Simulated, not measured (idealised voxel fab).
Herein follows the process module entitled voxel wiring stack.
In the cross-section labelled cut, the width is 270 nm and each square cell is 5 nm.
In what follows, cross-sections appear as grids of square cells, described through bands that run from the top down, where every band is one or more rows of cells.
The entry gives the band's vertical extent as a top height and a bottom height in nm, then its horizontal make-up as materials from left to right, each with a width in nm. "blank" stands for empty space; a single material marked "all across" fills the band edge to edge.
Where do heights start? At 0: under that level the wafer as delivered is made of one material only. And the lowest band has no floor; it just carries on downward, as in "0..down".
Per-row width for "30..40": begins at first number (top row of band), ends at second number (bottom row), increment between rows held constant.
"no alteration" (step): cross-section cells unchanged, all of them.
"Sealed-off cavities" - sealed voids, min. 8 cells, no opening to top; format: width x height at distance (distance from left edge; nm throughout).
That trailing text on a step's line, after the settings, is the simulator's own remark on the step.
Regarding "overlay nm": on a step with a mask, it is the distance the mask lay to the right of its planned place; a negative value places it to the left.

Process steps - plan:
1 RECEIVE,material Si
2 CONFORMAL_DEP,material SiO2,thk nm 10
3 DIRECTIONAL_DEP,material TiN,thk nm 5
4 DIRECTIONAL_DEP,material W,thk nm 20
5 MASKED_ETCH,tone cover,mask id METAL_1,width nm 25,pitch nm 55,etch materials W,depth nm 20,overlay nm 0
6 MASKED_ETCH,tone cover,mask id METAL_1,width nm 25,pitch nm 55,etch materials TiN,depth nm 5,overlay nm 0
7 CONFORMAL_DEP,material SiCN,thk nm 5
8 FILL_DEP,material SiO2,thk nm 5
9 CMP,height nm 35
10 CONFORMAL_DEP,material SiCN,thk nm 5
11 DIRECTIONAL_DEP,material lowk,thk nm 15
12 DIRECTIONAL_DEP,material aC,thk nm 15
13 PATTERN,tone open,mask id PLUG_1,material resist,width nm 15,pitch nm 55,thk nm 30,overlay nm 0
14 DIRECTIONAL_ETCH,etch materials aC,depth nm 15
15 STRIP,etch materials resist
16 DIRECTIONAL_ETCH,etch materials lowk,depth nm 15
17 DIRECTIONAL_ETCH,etch materials SiCN,depth nm 5
18 STRIP,etch materials aC
19 CONFORMAL_DEP,material TiN,thk nm 5
20 FILL_DEP,material Cu,thk nm 10
21 CMP,height nm 55
22 DIRECTIONAL_DEP,material TiN,thk nm 5
23 DIRECTIONAL_DEP,material Ru,thk nm 20
24 DIRECTIONAL_DEP,material aC,thk nm 15
25 PATTERN,tone cover,mask id METAL_2,material resist,width nm 25,pitch nm 55,thk nm 35,overlay nm 0
26 DIRECTIONAL_ETCH,etch materials aC,depth nm 15
27 STRIP,etch materials resist
28 DIRECTIONAL_ETCH,etch materials Ru,depth nm 20
29 DIRECTIONAL_ETCH,etch materials TiN,depth nm 5
30 STRIP,etch materials aC
31 FILL_DEP,material SiO2,thk nm 5
32 CMP,height nm 80
33 CONFORMAL_DEP,material SiCN,thk nm 5
34 DIRECTIONAL_DEP,material lowk,thk nm 30
35 PATTERN,tone open,mask id METAL_3,material resist,width nm 25,pitch nm 55,thk nm 20,overlay nm 0
36 DIRECTIONAL_ETCH,etch materials lowk,depth nm 15
37 STRIP,etch materials resist
38 DIRECTIONAL_DEP,material aC,thk nm 15
39 PATTERN,tone open,mask id METAL_3_HOLES,material resist,width nm 15,thk nm 35,overlay nm 0
40 DIRECTIONAL_ETCH,etch materials aC,depth nm 15
41 STRIP,etch materials resist
42 DIRECTIONAL_ETCH,etch materials lowk,depth nm 15
43 DIRECTIONAL_ETCH,etch materials SiCN,depth nm 5
44 STRIP,etch materials aC
45 CONFORMAL_DEP,material TiN,thk nm 5
46 FILL_DEP,material Cu,thk nm 10
47 CMP,height nm 115
48 CONFORMAL_DEP,material SiN,thk nm 5

The first of the two wafers, which ran as planned:

Shown in cross-section is the wafer as received, that is, as it stands after step 1:
> 0..down | Si all across
> Sealed-off cavities: none

Wafer section view after processing step 2:
> 10..0 | SiO2 all across
> Unchanged below 0.

Wafer section view after processing step 3:
> 15..10 | TiN all across
> Unchanged below 10.

Wafer section view after processing step 4:
> 35..15 | W all across
> Unchanged below 15.

Wafer section view after processing step 5:
> 35..15 | blank (95) | W (25) | blank (30) | W (25) | blank (95)
> Unchanged below 15.

Wafer section view after processing step 6:
> 35..15 | blank (95) | W (25) | blank (30) | W (25) | blank (95)
> 15..10 | blank (95) | TiN (25) | blank (30) | TiN (25) | blank (95)
> Unchanged below 10.

Wafer section view after processing step 7:
> 40..35 | blank (90) | SiCN (35) | blank (20) | SiCN (35) | blank (90)
> 35..15 | blank (90) | SiCN (5) | W (25) | SiCN (5) | blank (20) | SiCN (5) | W (25) | SiCN (5) | blank (90)
> 15..10 | SiCN (95) | TiN (25) | SiCN (30) | TiN (25) | SiCN (95)
> Unchanged below 10.

Wafer section view after processing step 8:
> 45..40 | SiO2 all across
> 40..35 | SiO2 (90) | SiCN (35) | SiO2 (20) | SiCN (35) | SiO2 (90)
> 35..15 | SiO2 (90) | SiCN (5) | W (25) | SiCN (5) | SiO2 (20) | SiCN (5) | W (25) | SiCN (5) | SiO2 (90)
> Unchanged below 15.

Wafer section view after processing step 9:
> 35..15 | SiO2 (90) | SiCN (5) | W (25) | SiCN (5) | SiO2 (20) | SiCN (5) | W (25) | SiCN (5) | SiO2 (90)
> Unchanged below 15.

Wafer section view after processing step 10:
> 40..35 | SiCN all across
> Unchanged below 35.

Wafer section view after processing step 11:
> 55..40 | lowk all across
> Unchanged below 40.

Wafer section view after processing step 12:
> 70..55 | aC all across
> Unchanged below 55.

Wafer section view after processing step 13:
> 100..70 | resist (95) | blank (15) | resist (40) | blank (15) | resist (105)
> Unchanged below 70.

Wafer section view after processing step 14:
> 85..70 | resist (95) | blank (15) | resist (40) | blank (15) | resist (105)
> 70..55 | aC (95) | blank (15) | aC (40) | blank (15) | aC (105)
> Unchanged below 55.

Wafer section view after processing step 15:
> 70..55 | aC (95) | blank (15) | aC (40) | blank (15) | aC (105)
> Unchanged below 55.

Wafer section view after processing step 16:
> 70..55 | aC (95) | blank (15) | aC (40) | blank (15) | aC (105)
> 55..40 | lowk (95) | blank (15) | lowk (40) | blank (15) | lowk (105)
> Unchanged below 40.

Wafer section view after processing step 17:
> 70..55 | aC (95) | blank (15) | aC (40) | blank (15) | aC (105)
> 55..40 | lowk (95) | blank (15) | lowk (40) | blank (15) | lowk (105)
> 40..35 | SiCN (95) | blank (15) | SiCN (40) | blank (15) | SiCN (105)
> Unchanged below 35.

Wafer section view after processing step 18:
> 55..40 | lowk (95) | blank (15) | lowk (40) | blank (15) | lowk (105)
> Unchanged below 40.

Wafer section view after processing step 19:
> 60..55 | TiN (100) | blank (5) | TiN (50) | blank (5) | TiN (110)
> 55..40 | lowk (95) | TiN (5) | blank (5) | TiN (5) | lowk (40) | TiN (5) | blank (5) | TiN (5) | lowk (105)
> 40..35 | SiCN (95) | TiN (15) | SiCN (40) | TiN (15) | SiCN (105)
> Unchanged below 35.

Wafer section view after processing step 20:
> 70..60 | Cu all across
> 60..55 | TiN (100) | Cu (5) | TiN (50) | Cu (5) | TiN (110)
> 55..40 | lowk (95) | TiN (5) | Cu (5) | TiN (5) | lowk (40) | TiN (5) | Cu (5) | TiN (5) | lowk (105)
> Unchanged below 40.

Wafer section view after processing step 21:
> 55..40 | lowk (95) | TiN (5) | Cu (5) | TiN (5) | lowk (40) | TiN (5) | Cu (5) | TiN (5) | lowk (105)
> Unchanged below 40.

Wafer section view after processing step 22:
> 60..55 | TiN all across
> Unchanged below 55.

Wafer section view after processing step 23:
> 80..60 | Ru all across
> Unchanged below 60.

Wafer section view after processing step 24:
> 95..80 | aC all across
> Unchanged below 80.

Wafer section view after processing step 25:
> 130..95 | blank (95) | resist (25) | blank (30) | resist (25) | blank (95)
> Unchanged below 95.

Wafer section view after processing step 26:
> 115..95 | blank (95) | resist (25) | blank (30) | resist (25) | blank (95)
> 95..80 | blank (95) | aC (25) | blank (30) | aC (25) | blank (95)
> Unchanged below 80.

Wafer section view after processing step 27:
> 95..80 | blank (95) | aC (25) | blank (30) | aC (25) | blank (95)
> Unchanged below 80.

Wafer section view after processing step 28:
> 95..80 | blank (95) | aC (25) | blank (30) | aC (25) | blank (95)
> 80..60 | blank (95) | Ru (25) | blank (30) | Ru (25) | blank (95)
> Unchanged below 60.

Wafer section view after processing step 29:
> 95..80 | blank (95) | aC (25) | blank (30) | aC (25) | blank (95)
> 80..60 | blank (95) | Ru (25) | blank (30) | Ru (25) | blank (95)
> 60..55 | blank (95) | TiN (25) | blank (30) | TiN (25) | blank (95)
> Unchanged below 55.

Wafer section view after processing step 30:
> 80..60 | blank (95) | Ru (25) | blank (30) | Ru (25) | blank (95)
> Unchanged below 60.

Wafer section view after processing step 31:
> 85..80 | SiO2 all across
> 80..60 | SiO2 (95) | Ru (25) | SiO2 (30) | Ru (25) | SiO2 (95)
> 60..55 | SiO2 (95) | TiN (25) | SiO2 (30) | TiN (25) | SiO2 (95)
> Unchanged below 55.

Wafer section view after processing step 32:
> 80..60 | SiO2 (95) | Ru (25) | SiO2 (30) | Ru (25) | SiO2 (95)
> Unchanged below 60.

Wafer section view after processing step 33:
> 85..80 | SiCN all across
> Unchanged below 80.

Wafer section view after processing step 34:
> 115..85 | lowk all across
> Unchanged below 85.

Wafer section view after processing step 35:
> 135..115 | resist (95) | blank (25) | resist (30) | blank (25) | resist (95)
> Unchanged below 115.

Wafer section view after processing step 36:
> 135..115 | resist (95) | blank (25) | resist (30) | blank (25) | resist (95)
> 115..100 | lowk (95) | blank (25) | lowk (30) | blank (25) | lowk (95)
> Unchanged below 100.

Wafer section view after processing step 37:
> 115..100 | lowk (95) | blank (25) | lowk (30) | blank (25) | lowk (95)
> Unchanged below 100.

Wafer section view after processing step 38:
> 130..115 | aC (95) | blank (25) | aC (30) | blank (25) | aC (95)
> 115..100 | lowk (95) | aC (25) | lowk (30) | aC (25) | lowk (95)
> Unchanged below 100.

Wafer section view after processing step 39:
> 165..130 | resist (95) | blank (15) | resist (160)
> 130..115 | aC (95) | blank (15) | resist (10) | aC (30) | resist (25) | aC (95)
> Unchanged below 115.

Wafer section view after processing step 40:
> 150..130 | resist (95) | blank (15) | resist (160)
> 130..115 | aC (95) | blank (15) | resist (10) | aC (30) | resist (25) | aC (95)
> 115..100 | lowk (95) | blank (15) | aC (10) | lowk (30) | aC (25) | lowk (95)
> Unchanged below 100.

Wafer section view after processing step 41:
> 130..115 | aC (95) | blank (25) | aC (30) | blank (25) | aC (95)
> Unchanged below 115.

Wafer section view after processing step 42:
> 130..115 | aC (95) | blank (25) | aC (30) | blank (25) | aC (95)
> 115..100 | lowk (95) | blank (15) | aC (10) | lowk (30) | aC (25) | lowk (95)
> 100..85 | lowk (95) | blank (15) | lowk (160)
> Unchanged below 85.

Wafer section view after processing step 43:
> 130..115 | aC (95) | blank (25) | aC (30) | blank (25) | aC (95)
> 115..100 | lowk (95) | blank (15) | aC (10) | lowk (30) | aC (25) | lowk (95)
> 100..85 | lowk (95) | blank (15) | lowk (160)
> 85..80 | SiCN (95) | blank (15) | SiCN (160)
> Unchanged below 80.

Wafer section view after processing step 44:
> 115..100 | lowk (95) | blank (25) | lowk (30) | blank (25) | lowk (95)
> Unchanged below 100.

Wafer section view after processing step 45:
> 120..115 | TiN (100) | blank (15) | TiN (40) | blank (15) | TiN (100)
> 115..105 | lowk (95) | TiN (5) | blank (15) | TiN (5) | lowk (30) | TiN (5) | blank (15) | TiN (5) | lowk (95)
> 105..100 | lowk (95) | TiN (5) | blank (5) | TiN (15) | lowk (30) | TiN (25) | lowk (95)
> 100..85 | lowk (95) | TiN (5) | blank (5) | TiN (5) | lowk (160)
> 85..80 | SiCN (95) | TiN (15) | SiCN (160)
> Unchanged below 80.

Wafer section view after processing step 46:
> 130..120 | Cu all across
> 120..115 | TiN (100) | Cu (15) | TiN (40) | Cu (15) | TiN (100)
> 115..105 | lowk (95) | TiN (5) | Cu (15) | TiN (5) | lowk (30) | TiN (5) | Cu (15) | TiN (5) | lowk (95)
> 105..100 | lowk (95) | TiN (5) | Cu (5) | TiN (15) | lowk (30) | TiN (25) | lowk (95)
> 100..85 | lowk (95) | TiN (5) | Cu (5) | TiN (5) | lowk (160)
> Unchanged below 85.

Wafer section view after processing step 47:
> 115..105 | lowk (95) | TiN (5) | Cu (15) | TiN (5) | lowk (30) | TiN (5) | Cu (15) | TiN (5) | lowk (95)
> Unchanged below 105.

Wafer section view after processing step 48:
> 120..115 | SiN all across
> Unchanged below 115.

Okay, second wafer. Nothing different at the start, nothing different in the plan, just one mistake somewhere in the running. As far as step 1, counting that step, it's the first wafer all over again:

Cross-section, second wafer, at the end time the plan gives for step 2:
> 5..0 | SiO2 all across
> Unchanged below 0.

Cross-section, second wafer, at the end time the plan gives for step 3:
> 10..5 | TiN all across
> Unchanged below 5.

Cross-section, second wafer, at the end time the plan gives for step 4:
> 30..10 | W all across
> Unchanged below 10.

Cross-section, second wafer, at the end time the plan gives for step 5:
> 30..10 | blank (95) | W (25) | blank (30) | W (25) | blank (95)
> Unchanged below 10.

Cross-section, second wafer, at the end time the plan gives for step 6:
> 30..10 | blank (95) | W (25) | blank (30) | W (25) | blank (95)
> 10..5 | blank (95) | TiN (25) | blank (30) | TiN (25) | blank (95)
> Unchanged below 5.

Cross-section, second wafer, at the end time the plan gives for step 7:
> 35..30 | blank (90) | SiCN (35) | blank (20) | SiCN (35) | blank (90)
> 30..10 | blank (90) | SiCN (5) | W (25) | SiCN (5) | blank (20) | SiCN (5) | W (25) | SiCN (5) | blank (90)
> 10..5 | SiCN (95) | TiN (25) | SiCN (30) | TiN (25) | SiCN (95)
> Unchanged below 5.

Cross-section, second wafer, at the end time the plan gives for step 8:
> 40..35 | SiO2 all across
> 35..30 | SiO2 (90) | SiCN (35) | SiO2 (20) | SiCN (35) | SiO2 (90)
> 30..10 | SiO2 (90) | SiCN (5) | W (25) | SiCN (5) | SiO2 (20) | SiCN (5) | W (25) | SiCN (5) | SiO2 (90)
> Unchanged below 10.

Cross-section, second wafer, at the end time the plan gives for step 9:
> 35..30 | SiO2 (90) | SiCN (35) | SiO2 (20) | SiCN (35) | SiO2 (90)
> Unchanged below 30.

Cross-section, second wafer, at the end time the plan gives for step 10:
> 40..35 | SiCN all across
> Unchanged below 35.

Cross-section, second wafer, at the end time the plan gives for step 11:
> 55..40 | lowk all across
> Unchanged below 40.

Cross-section, second wafer, at the end time the plan gives for step 12:
> 70..55 | aC all across
> Unchanged below 55.

Cross-section, second wafer, at the end time the plan gives for step 13:
> 100..70 | resist (95) | blank (15) | resist (40) | blank (15) | resist (105)
> Unchanged below 70.

Cross-section, second wafer, at the end time the plan gives for step 14:
> 85..70 | resist (95) | blank (15) | resist (40) | blank (15) | resist (105)
> 70..55 | aC (95) | blank (15) | aC (40) | blank (15) | aC (105)
> Unchanged below 55.

Cross-section, second wafer, at the end time the plan gives for step 15:
> 70..55 | aC (95) | blank (15) | aC (40) | blank (15) | aC (105)
> Unchanged below 55.

Cross-section, second wafer, at the end time the plan gives for step 16:
> 70..55 | aC (95) | blank (15) | aC (40) | blank (15) | aC (105)
> 55..40 | lowk (95) | blank (15) | lowk (40) | blank (15) | lowk (105)
> Unchanged below 40.

Cross-section, second wafer, at the end time the plan gives for step 17:
> 70..55 | aC (95) | blank (15) | aC (40) | blank (15) | aC (105)
> 55..40 | lowk (95) | blank (15) | lowk (40) | blank (15) | lowk (105)
> 40..35 | SiCN (95) | blank (15) | SiCN (40) | blank (15) | SiCN (105)
> Unchanged below 35.

Cross-section, second wafer, at the end time the plan gives for step 18:
> 55..40 | lowk (95) | blank (15) | lowk (40) | blank (15) | lowk (105)
> Unchanged below 40.

Cross-section, second wafer, at the end time the plan gives for step 19:
> 60..55 | TiN (100) | blank (5) | TiN (50) | blank (5) | TiN (110)
> 55..40 | lowk (95) | TiN (5) | blank (5) | TiN (5) | lowk (40) | TiN (5) | blank (5) | TiN (5) | lowk (105)
> 40..35 | SiCN (95) | TiN (15) | SiCN (40) | TiN (15) | SiCN (105)
> Unchanged below 35.

Cross-section, second wafer, at the end time the plan gives for step 20:
> 70..60 | Cu all across
> 60..55 | TiN (100) | Cu (5) | TiN (50) | Cu (5) | TiN (110)
> 55..40 | lowk (95) | TiN (5) | Cu (5) | TiN (5) | lowk (40) | TiN (5) | Cu (5) | TiN (5) | lowk (105)
> Unchanged below 40.

Cross-section, second wafer, at the end time the plan gives for step 21:
> 55..40 | lowk (95) | TiN (5) | Cu (5) | TiN (5) | lowk (40) | TiN (5) | Cu (5) | TiN (5) | lowk (105)
> Unchanged below 40.

Cross-section, second wafer, at the end time the plan gives for step 22:
> 60..55 | TiN all across
> Unchanged below 55.

Cross-section, second wafer, at the end time the plan gives for step 23:
> 80..60 | Ru all across
> Unchanged below 60.

Cross-section, second wafer, at the end time the plan gives for step 24:
> 95..80 | aC all across
> Unchanged below 80.

Cross-section, second wafer, at the end time the plan gives for step 25:
> 130..95 | blank (95) | resist (25) | blank (30) | resist (25) | blank (95)
> Unchanged below 95.

Cross-section, second wafer, at the end time the plan gives for step 26:
> 115..95 | blank (95) | resist (25) | blank (30) | resist (25) | blank (95)
> 95..80 | blank (95) | aC (25) | blank (30) | aC (25) | blank (95)
> Unchanged below 80.

Cross-section, second wafer, at the end time the plan gives for step 27:
> 95..80 | blank (95) | aC (25) | blank (30) | aC (25) | blank (95)
> Unchanged below 80.

Cross-section, second wafer, at the end time the plan gives for step 28:
> 95..80 | blank (95) | aC (25) | blank (30) | aC (25) | blank (95)
> 80..60 | blank (95) | Ru (25) | blank (30) | Ru (25) | blank (95)
> Unchanged below 60.

Cross-section, second wafer, at the end time the plan gives for step 29:
> 95..80 | blank (95) | aC (25) | blank (30) | aC (25) | blank (95)
> 80..60 | blank (95) | Ru (25) | blank (30) | Ru (25) | blank (95)
> 60..55 | blank (95) | TiN (25) | blank (30) | TiN (25) | blank (95)
> Unchanged below 55.

Cross-section, second wafer, at the end time the plan gives for step 30:
> 80..60 | blank (95) | Ru (25) | blank (30) | Ru (25) | blank (95)
> Unchanged below 60.

Cross-section, second wafer, at the end time the plan gives for step 31:
> 85..80 | SiO2 all across
> 80..60 | SiO2 (95) | Ru (25) | SiO2 (30) | Ru (25) | SiO2 (95)
> 60..55 | SiO2 (95) | TiN (25) | SiO2 (30) | TiN (25) | SiO2 (95)
> Unchanged below 55.

Cross-section, second wafer, at the end time the plan gives for step 32:
> 80..60 | SiO2 (95) | Ru (25) | SiO2 (30) | Ru (25) | SiO2 (95)
> Unchanged below 60.

Cross-section, second wafer, at the end time the plan gives for step 33:
> 85..80 | SiCN all across
> Unchanged below 80.

Cross-section, second wafer, at the end time the plan gives for step 34:
> 115..85 | lowk all across
> Unchanged below 85.

Cross-section, second wafer, at the end time the plan gives for step 35:
> 135..115 | resist (95) | blank (25) | resist (30) | blank (25) | resist (95)
> Unchanged below 115.

Cross-section, second wafer, at the end time the plan gives for step 36:
> 135..115 | resist (95) | blank (25) | resist (30) | blank (25) | resist (95)
> 115..100 | lowk (95) | blank (25) | lowk (30) | blank (25) | lowk (95)
> Unchanged below 100.

Cross-section, second wafer, at the end time the plan gives for step 37:
> 115..100 | lowk (95) | blank (25) | lowk (30) | blank (25) | lowk (95)
> Unchanged below 100.

Cross-section, second wafer, at the end time the plan gives for step 38:
> 130..115 | aC (95) | blank (25) | aC (30) | blank (25) | aC (95)
> 115..100 | lowk (95) | aC (25) | lowk (30) | aC (25) | lowk (95)
> Unchanged below 100.

Cross-section, second wafer, at the end time the plan gives for step 39:
> 165..130 | resist (95) | blank (15) | resist (160)
> 130..115 | aC (95) | blank (15) | resist (10) | aC (30) | resist (25) | aC (95)
> Unchanged below 115.

Cross-section, second wafer, at the end time the plan gives for step 40:
> 150..130 | resist (95) | blank (15) | resist (160)
> 130..115 | aC (95) | blank (15) | resist (10) | aC (30) | resist (25) | aC (95)
> 115..100 | lowk (95) | blank (15) | aC (10) | lowk (30) | aC (25) | lowk (95)
> Unchanged below 100.

Cross-section, second wafer, at the end time the plan gives for step 41:
> 130..115 | aC (95) | blank (25) | aC (30) | blank (25) | aC (95)
> Unchanged below 115.

Cross-section, second wafer, at the end time the plan gives for step 42:
> 130..115 | aC (95) | blank (25) | aC (30) | blank (25) | aC (95)
> 115..100 | lowk (95) | blank (15) | aC (10) | lowk (30) | aC (25) | lowk (95)
> 100..85 | lowk (95) | blank (15) | lowk (160)
> Unchanged below 85.

Cross-section, second wafer, at the end time the plan gives for step 43:
> 130..115 | aC (95) | blank (25) | aC (30) | blank (25) | aC (95)
> 115..100 | lowk (95) | blank (15) | aC (10) | lowk (30) | aC (25) | lowk (95)
> 100..85 | lowk (95) | blank (15) | lowk (160)
> 85..80 | SiCN (95) | blank (15) | SiCN (160)
> Unchanged below 80.

Cross-section, second wafer, at the end time the plan gives for step 44:
> 115..100 | lowk (95) | blank (25) | lowk (30) | blank (25) | lowk (95)
> Unchanged below 100.

Cross-section, second wafer, at the end time the plan gives for step 45:
> 120..115 | TiN (100) | blank (15) | TiN (40) | blank (15) | TiN (100)
> 115..105 | lowk (95) | TiN (5) | blank (15) | TiN (5) | lowk (30) | TiN (5) | blank (15) | TiN (5) | lowk (95)
> 105..100 | lowk (95) | TiN (5) | blank (5) | TiN (15) | lowk (30) | TiN (25) | lowk (95)
> 100..85 | lowk (95) | TiN (5) | blank (5) | TiN (5) | lowk (160)
> 85..80 | SiCN (95) | TiN (15) | SiCN (160)
> Unchanged below 80.

Cross-section, second wafer, at the end time the plan gives for step 46:
> 130..120 | Cu all across
> 120..115 | TiN (100) | Cu (15) | TiN (40) | Cu (15) | TiN (100)
> 115..105 | lowk (95) | TiN (5) | Cu (15) | TiN (5) | lowk (30) | TiN (5) | Cu (15) | TiN (5) | lowk (95)
> 105..100 | lowk (95) | TiN (5) | Cu (5) | TiN (15) | lowk (30) | TiN (25) | lowk (95)
> 100..85 | lowk (95) | TiN (5) | Cu (5) | TiN (5) | lowk (160)
> Unchanged below 85.

Cross-section, second wafer, at the end time the plan gives for step 47:
> 115..105 | lowk (95) | TiN (5) | Cu (15) | TiN (5) | lowk (30) | TiN (5) | Cu (15) | TiN (5) | lowk (95)
> Unchanged below 105.

Cross-section, second wafer, at the end time the plan gives for step 48:
> 120..115 | SiN all across
> Unchanged below 115.
Where did the run depart from the plan? step 2, actual vs plan mismatch, actual run CONFORMAL_DEP,material SiO2,thk nm 5
Cell-count delta at end, second wafer over first, by material: 14 more of SiCN | 14 fewer of SiO2
